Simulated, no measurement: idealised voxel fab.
Process module under the name voxel wiring stack
Each square cell in cross-section cut measures 5 nm, and the section as a whole is 195 nm wide.
Just so we're on the same page, the cross-sections are grids of square cells, and they're listed out in bands top to bottom, each band one or more rows deep.
Band: top height; bottom height; in nm. Then, left to right: material with width in nm, for each material. "throughout": a single material spanning edge to edge. "blank": empty space.
Measure heights from 0. That's the level where, below it, the as-received wafer is all one material. The lowest band is bottomless and extends downward; write it as in "0 down".
So if you see something like "30..40" for the width, read it as the top row of the band sitting at the first number and the bottom row at the second, with every row in between moving by the same amount as the last.
For the purposes of this document, the phrase "left unchanged" attached to a step denotes that no cell within the cross-section was modified by that step.
Heads up: "Sealed void listing" only lists the empty pockets with no open path to the top that are 8 cells or more, and it writes them as width x height at distance, distance from the left edge, in nm.
Note: text after step settings on the step line = simulator remark on that step.
If you see "overlay nm" on a step's line and that step has a mask, it's telling you how far right of where it was planned the mask ended up; a negative number means it went left instead.
So here's the lineup of process steps we planned
step 1: RECEIVE: material Si
step 2: CONFORMAL_DEP: material SiO2, thk nm 10
step 3: DIRECTIONAL_DEP: material TiN, thk nm 5
step 4: DIRECTIONAL_DEP: material W, thk nm 20
step 5: MASKED_ETCH: tone cover, mask id METAL_1, width nm 25, pitch nm 40, etch materials W, depth nm 20, overlay nm 0
step 6: MASKED_ETCH: tone cover, mask id METAL_1, width nm 25, pitch nm 40, etch materials TiN, depth nm 5, overlay nm 0
step 7: CONFORMAL_DEP: material SiN, thk nm 5
step 8: FILL_DEP: material lowk, thk nm 5
step 9: CMP: height nm 35
step 10: CONFORMAL_DEP: material SiCN, thk nm 5
step 11: DIRECTIONAL_DEP: material lowk, thk nm 15
step 12: MASKED_ETCH: tone open, mask id PLUG_1, width nm 15, pitch nm 40, etch materials lowk, depth nm 15, overlay nm 0
step 13: MASKED_ETCH: tone open, mask id PLUG_1, width nm 15, pitch nm 40, etch materials SiCN, depth nm 5, overlay nm 0
step 14: EPI: material Ru, thk nm 10
step 15: EPI: material Ru, thk nm 10
step 16: CONFORMAL_DEP: material SiCN, thk nm 5
step 17: DIRECTIONAL_DEP: material SiO2, thk nm 20
step 18: PATTERN: tone open, mask id METAL_2, material resist, width nm 25, pitch nm 40, thk nm 20, overlay nm 0
step 19: DIRECTIONAL_ETCH: etch materials SiO2, depth nm 20
step 20: DIRECTIONAL_ETCH: etch materials SiCN, depth nm 5
step 21: STRIP: etch materials resist
step 22: CONFORMAL_DEP: material TiN, thk nm 5
step 23: FILL_DEP: material Ru, thk nm 5
step 24: CMP: height nm 80
step 25: CONFORMAL_DEP: material SiCN, thk nm 5
The first of two wafers, run as planned
Received-state cross-section, reflecting completion of step 1
  0 down  Si throughout
  Sealed void listing: none
After step 2: wafer cross-section
  10 to 0  SiO2 throughout
  Unchanged below 0.
After step 3: wafer cross-section
  15 to 10  TiN throughout
  Unchanged below 10.
After step 4: wafer cross-section
  35 to 15  W throughout
  Unchanged below 15.
After step 5: wafer cross-section
  35 to 15  25 nm blank | 25 nm W | 15 nm blank | 25 nm W | 15 nm blank | 25 nm W | 15 nm blank | 25 nm W | 25 nm blank
  Unchanged below 15.
After step 6: wafer cross-section
  35 to 15  25 nm blank | 25 nm W | 15 nm blank | 25 nm W | 15 nm blank | 25 nm W | 15 nm blank | 25 nm W | 25 nm blank
  15 to 10  25 nm blank | 25 nm TiN | 15 nm blank | 25 nm TiN | 15 nm blank | 25 nm TiN | 15 nm blank | 25 nm TiN | 25 nm blank
  Unchanged below 10.
After step 7: wafer cross-section
  40 to 35  20 nm blank | 35 nm SiN | 5 nm blank | 35 nm SiN | 5 nm blank | 35 nm SiN | 5 nm blank | 35 nm SiN | 20 nm blank
  35 to 15  20 nm blank | 5 nm SiN | 25 nm W | 5 nm SiN | 5 nm blank | 5 nm SiN | 25 nm W | 5 nm SiN | 5 nm blank | 5 nm SiN | 25 nm W | 5 nm SiN | 5 nm blank | 5 nm SiN | 25 nm W | 5 nm SiN | 20 nm blank
  15 to 10  25 nm SiN | 25 nm TiN | 15 nm SiN | 25 nm TiN | 15 nm SiN | 25 nm TiN | 15 nm SiN | 25 nm TiN | 25 nm SiN
  Unchanged below 10.
After step 8: wafer cross-section
  45 to 40  lowk throughout
  40 to 35  20 nm lowk | 35 nm SiN | 5 nm lowk | 35 nm SiN | 5 nm lowk | 35 nm SiN | 5 nm lowk | 35 nm SiN | 20 nm lowk
  35 to 15  20 nm lowk | 5 nm SiN | 25 nm W | 5 nm SiN | 5 nm lowk | 5 nm SiN | 25 nm W | 5 nm SiN | 5 nm lowk | 5 nm SiN | 25 nm W | 5 nm SiN | 5 nm lowk | 5 nm SiN | 25 nm W | 5 nm SiN | 20 nm lowk
  Unchanged below 15.
After step 9: wafer cross-section
  35 to 15  20 nm lowk | 5 nm SiN | 25 nm W | 5 nm SiN | 5 nm lowk | 5 nm SiN | 25 nm W | 5 nm SiN | 5 nm lowk | 5 nm SiN | 25 nm W | 5 nm SiN | 5 nm lowk | 5 nm SiN | 25 nm W | 5 nm SiN | 20 nm lowk
  Unchanged below 15.
After step 10: wafer cross-section
  40 to 35  SiCN throughout
  Unchanged below 35.
After step 11: wafer cross-section
  55 to 40  lowk throughout
  Unchanged below 40.
After step 12: wafer cross-section
  55 to 40  25 nm lowk | 15 nm blank | 25 nm lowk | 15 nm blank | 25 nm lowk | 15 nm blank | 25 nm lowk | 15 nm blank | 35 nm lowk
  Unchanged below 40.
After step 13: wafer cross-section
  55 to 40  25 nm lowk | 15 nm blank | 25 nm lowk | 15 nm blank | 25 nm lowk | 15 nm blank | 25 nm lowk | 15 nm blank | 35 nm lowk
  40 to 35  25 nm SiCN | 15 nm blank | 25 nm SiCN | 15 nm blank | 25 nm SiCN | 15 nm blank | 25 nm SiCN | 15 nm blank | 35 nm SiCN
  Unchanged below 35.
After step 14: wafer cross-section
  55 to 45  25 nm lowk | 15 nm blank | 25 nm lowk | 15 nm blank | 25 nm lowk | 15 nm blank | 25 nm lowk | 15 nm blank | 35 nm lowk
  45 to 40  25 nm lowk | 15 nm Ru | 25 nm lowk | 15 nm Ru | 25 nm lowk | 15 nm Ru | 25 nm lowk | 15 nm Ru | 35 nm lowk
  40 to 35  25 nm SiCN | 15 nm Ru | 25 nm SiCN | 15 nm Ru | 25 nm SiCN | 15 nm Ru | 25 nm SiCN | 15 nm Ru | 35 nm SiCN
  Unchanged below 35.
After step 15: wafer cross-section
  55 to 40  25 nm lowk | 15 nm Ru | 25 nm lowk | 15 nm Ru | 25 nm lowk | 15 nm Ru | 25 nm lowk | 15 nm Ru | 35 nm lowk
  Unchanged below 40.
After step 16: wafer cross-section
  60 to 55  SiCN throughout
  Unchanged below 55.
After step 17: wafer cross-section
  80 to 60  SiO2 throughout
  Unchanged below 60.
After step 18: wafer cross-section
  100 to 80  25 nm resist | 25 nm blank | 15 nm resist | 25 nm blank | 15 nm resist | 25 nm blank | 15 nm resist | 25 nm blank | 25 nm resist
  Unchanged below 80.
After step 19: wafer cross-section
  100 to 80  25 nm resist | 25 nm blank | 15 nm resist | 25 nm blank | 15 nm resist | 25 nm blank | 15 nm resist | 25 nm blank | 25 nm resist
  80 to 60  25 nm SiO2 | 25 nm blank | 15 nm SiO2 | 25 nm blank | 15 nm SiO2 | 25 nm blank | 15 nm SiO2 | 25 nm blank | 25 nm SiO2
  Unchanged below 60.
After step 20: wafer cross-section
  100 to 80  25 nm resist | 25 nm blank | 15 nm resist | 25 nm blank | 15 nm resist | 25 nm blank | 15 nm resist | 25 nm blank | 25 nm resist
  80 to 60  25 nm SiO2 | 25 nm blank | 15 nm SiO2 | 25 nm blank | 15 nm SiO2 | 25 nm blank | 15 nm SiO2 | 25 nm blank | 25 nm SiO2
  60 to 55  25 nm SiCN | 25 nm blank | 15 nm SiCN | 25 nm blank | 15 nm SiCN | 25 nm blank | 15 nm SiCN | 25 nm blank | 25 nm SiCN
  Unchanged below 55.
After step 21: wafer cross-section
  80 to 60  25 nm SiO2 | 25 nm blank | 15 nm SiO2 | 25 nm blank | 15 nm SiO2 | 25 nm blank | 15 nm SiO2 | 25 nm blank | 25 nm SiO2
  Unchanged below 60.
After step 22: wafer cross-section
  85 to 80  30 nm TiN | 15 nm blank | 25 nm TiN | 15 nm blank | 25 nm TiN | 15 nm blank | 25 nm TiN | 15 nm blank | 30 nm TiN
  80 to 60  25 nm SiO2 | 5 nm TiN | 15 nm blank | 5 nm TiN | 15 nm SiO2 | 5 nm TiN | 15 nm blank | 5 nm TiN | 15 nm SiO2 | 5 nm TiN | 15 nm blank | 5 nm TiN | 15 nm SiO2 | 5 nm TiN | 15 nm blank | 5 nm TiN | 25 nm SiO2
  60 to 55  25 nm SiCN | 25 nm TiN | 15 nm SiCN | 25 nm TiN | 15 nm SiCN | 25 nm TiN | 15 nm SiCN | 25 nm TiN | 25 nm SiCN
  Unchanged below 55.
After step 23: wafer cross-section
  90 to 85  Ru throughout
  85 to 80  30 nm TiN | 15 nm Ru | 25 nm TiN | 15 nm Ru | 25 nm TiN | 15 nm Ru | 25 nm TiN | 15 nm Ru | 30 nm TiN
  80 to 60  25 nm SiO2 | 5 nm TiN | 15 nm Ru | 5 nm TiN | 15 nm SiO2 | 5 nm TiN | 15 nm Ru | 5 nm TiN | 15 nm SiO2 | 5 nm TiN | 15 nm Ru | 5 nm TiN | 15 nm SiO2 | 5 nm TiN | 15 nm Ru | 5 nm TiN | 25 nm SiO2
  Unchanged below 60.
After step 24: wafer cross-section
  80 to 60  25 nm SiO2 | 5 nm TiN | 15 nm Ru | 5 nm TiN | 15 nm SiO2 | 5 nm TiN | 15 nm Ru | 5 nm TiN | 15 nm SiO2 | 5 nm TiN | 15 nm Ru | 5 nm TiN | 15 nm SiO2 | 5 nm TiN | 15 nm Ru | 5 nm TiN | 25 nm SiO2
  Unchanged below 60.
After step 25: wafer cross-section
  85 to 80  SiCN throughout
  Unchanged below 80.
Second wafer, same starting state and plan as the first, one mistake in the run, identical through step 10
when step 11 should have ended: left unchanged
when step 12 should have ended: left unchanged
when step 13 should have ended
  40 to 35  25 nm SiCN | 15 nm blank | 25 nm SiCN | 15 nm blank | 25 nm SiCN | 15 nm blank | 25 nm SiCN | 15 nm blank | 35 nm SiCN
  Unchanged below 35.
when step 14 should have ended
  45 to 40  20 nm blank | 25 nm Ru | 15 nm blank | 25 nm Ru | 15 nm blank | 25 nm Ru | 15 nm blank | 25 nm Ru | 30 nm blank
  40 to 35  25 nm SiCN | 15 nm Ru | 25 nm SiCN | 15 nm Ru | 25 nm SiCN | 15 nm Ru | 25 nm SiCN | 15 nm Ru | 35 nm SiCN
  Unchanged below 35.
when step 15 should have ended
  55 to 40  10 nm blank | 165 nm Ru | 20 nm blank
  Unchanged below 40.
when step 16 should have ended
  60 to 55  5 nm blank | 175 nm SiCN | 15 nm blank
  55 to 45  5 nm blank | 5 nm SiCN | 165 nm Ru | 5 nm SiCN | 15 nm blank
  45 to 40  10 nm SiCN | 165 nm Ru | 20 nm SiCN
  Unchanged below 40.
when step 17 should have ended
  80 to 65  5 nm blank | 175 nm SiO2 | 15 nm blank
  65 to 60  SiO2 throughout
  60 to 55  5 nm SiO2 | 175 nm SiCN | 15 nm SiO2
  55 to 45  5 nm SiO2 | 5 nm SiCN | 165 nm Ru | 5 nm SiCN | 15 nm SiO2
  Unchanged below 45.
when step 18 should have ended
  100 to 80  25 nm resist | 25 nm blank | 15 nm resist | 25 nm blank | 15 nm resist | 25 nm blank | 15 nm resist | 25 nm blank | 25 nm resist
  80 to 65  5 nm resist | 175 nm SiO2 | 15 nm resist
  Unchanged below 65.
when step 19 should have ended
  100 to 80  25 nm resist | 25 nm blank | 15 nm resist | 25 nm blank | 15 nm resist | 25 nm blank | 15 nm resist | 25 nm blank | 25 nm resist
  80 to 65  5 nm resist | 20 nm SiO2 | 25 nm blank | 15 nm SiO2 | 25 nm blank | 15 nm SiO2 | 25 nm blank | 15 nm SiO2 | 25 nm blank | 10 nm SiO2 | 15 nm resist
  65 to 60  25 nm SiO2 | 25 nm blank | 15 nm SiO2 | 25 nm blank | 15 nm SiO2 | 25 nm blank | 15 nm SiO2 | 25 nm blank | 25 nm SiO2
  Unchanged below 60.
when step 20 should have ended
  100 to 80  25 nm resist | 25 nm blank | 15 nm resist | 25 nm blank | 15 nm resist | 25 nm blank | 15 nm resist | 25 nm blank | 25 nm resist
  80 to 65  5 nm resist | 20 nm SiO2 | 25 nm blank | 15 nm SiO2 | 25 nm blank | 15 nm SiO2 | 25 nm blank | 15 nm SiO2 | 25 nm blank | 10 nm SiO2 | 15 nm resist
  65 to 60  25 nm SiO2 | 25 nm blank | 15 nm SiO2 | 25 nm blank | 15 nm SiO2 | 25 nm blank | 15 nm SiO2 | 25 nm blank | 25 nm SiO2
  60 to 55  5 nm SiO2 | 20 nm SiCN | 25 nm blank | 15 nm SiCN | 25 nm blank | 15 nm SiCN | 25 nm blank | 15 nm SiCN | 25 nm blank | 10 nm SiCN | 15 nm SiO2
  Unchanged below 55.
when step 21 should have ended
  80 to 65  5 nm blank | 20 nm SiO2 | 25 nm blank | 15 nm SiO2 | 25 nm blank | 15 nm SiO2 | 25 nm blank | 15 nm SiO2 | 25 nm blank | 10 nm SiO2 | 15 nm blank
  Unchanged below 65.
when step 22 should have ended
  85 to 80  30 nm TiN | 15 nm blank | 25 nm TiN | 15 nm blank | 25 nm TiN | 15 nm blank | 25 nm TiN | 15 nm blank | 20 nm TiN | 10 nm blank
  80 to 70  5 nm TiN | 20 nm SiO2 | 5 nm TiN | 15 nm blank | 5 nm TiN | 15 nm SiO2 | 5 nm TiN | 15 nm blank | 5 nm TiN | 15 nm SiO2 | 5 nm TiN | 15 nm blank | 5 nm TiN | 15 nm SiO2 | 5 nm TiN | 15 nm blank | 5 nm TiN | 10 nm SiO2 | 5 nm TiN | 10 nm blank
  70 to 65  5 nm TiN | 20 nm SiO2 | 5 nm TiN | 15 nm blank | 5 nm TiN | 15 nm SiO2 | 5 nm TiN | 15 nm blank | 5 nm TiN | 15 nm SiO2 | 5 nm TiN | 15 nm blank | 5 nm TiN | 15 nm SiO2 | 5 nm TiN | 15 nm blank | 5 nm TiN | 10 nm SiO2 | 15 nm TiN
  65 to 60  25 nm SiO2 | 5 nm TiN | 15 nm blank | 5 nm TiN | 15 nm SiO2 | 5 nm TiN | 15 nm blank | 5 nm TiN | 15 nm SiO2 | 5 nm TiN | 15 nm blank | 5 nm TiN | 15 nm SiO2 | 5 nm TiN | 15 nm blank | 5 nm TiN | 25 nm SiO2
  60 to 55  5 nm SiO2 | 20 nm SiCN | 25 nm TiN | 15 nm SiCN | 25 nm TiN | 15 nm SiCN | 25 nm TiN | 15 nm SiCN | 25 nm TiN | 10 nm SiCN | 15 nm SiO2
  Unchanged below 55.
when step 23 should have ended
  90 to 85  Ru throughout
  85 to 80  30 nm TiN | 15 nm Ru | 25 nm TiN | 15 nm Ru | 25 nm TiN | 15 nm Ru | 25 nm TiN | 15 nm Ru | 20 nm TiN | 10 nm Ru
  80 to 70  5 nm TiN | 20 nm SiO2 | 5 nm TiN | 15 nm Ru | 5 nm TiN | 15 nm SiO2 | 5 nm TiN | 15 nm Ru | 5 nm TiN | 15 nm SiO2 | 5 nm TiN | 15 nm Ru | 5 nm TiN | 15 nm SiO2 | 5 nm TiN | 15 nm Ru | 5 nm TiN | 10 nm SiO2 | 5 nm TiN | 10 nm Ru
  70 to 65  5 nm TiN | 20 nm SiO2 | 5 nm TiN | 15 nm Ru | 5 nm TiN | 15 nm SiO2 | 5 nm TiN | 15 nm Ru | 5 nm TiN | 15 nm SiO2 | 5 nm TiN | 15 nm Ru | 5 nm TiN | 15 nm SiO2 | 5 nm TiN | 15 nm Ru | 5 nm TiN | 10 nm SiO2 | 15 nm TiN
  65 to 60  25 nm SiO2 | 5 nm TiN | 15 nm Ru | 5 nm TiN | 15 nm SiO2 | 5 nm TiN | 15 nm Ru | 5 nm TiN | 15 nm SiO2 | 5 nm TiN | 15 nm Ru | 5 nm TiN | 15 nm SiO2 | 5 nm TiN | 15 nm Ru | 5 nm TiN | 25 nm SiO2
  Unchanged below 60.
when step 24 should have ended
  80 to 70  5 nm TiN | 20 nm SiO2 | 5 nm TiN | 15 nm Ru | 5 nm TiN | 15 nm SiO2 | 5 nm TiN | 15 nm Ru | 5 nm TiN | 15 nm SiO2 | 5 nm TiN | 15 nm Ru | 5 nm TiN | 15 nm SiO2 | 5 nm TiN | 15 nm Ru | 5 nm TiN | 10 nm SiO2 | 5 nm TiN | 10 nm Ru
  Unchanged below 70.
when step 25 should have ended
  85 to 80  SiCN throughout
  Unchanged below 80.
Error vs. plan: step 11 was dropped from the plan's execution and never run
In the final state, the cell counts of the second wafer exceed or fall short of those of the first for the following materials: +67 Ru | +6 SiCN | +8 TiN | -81 lowk
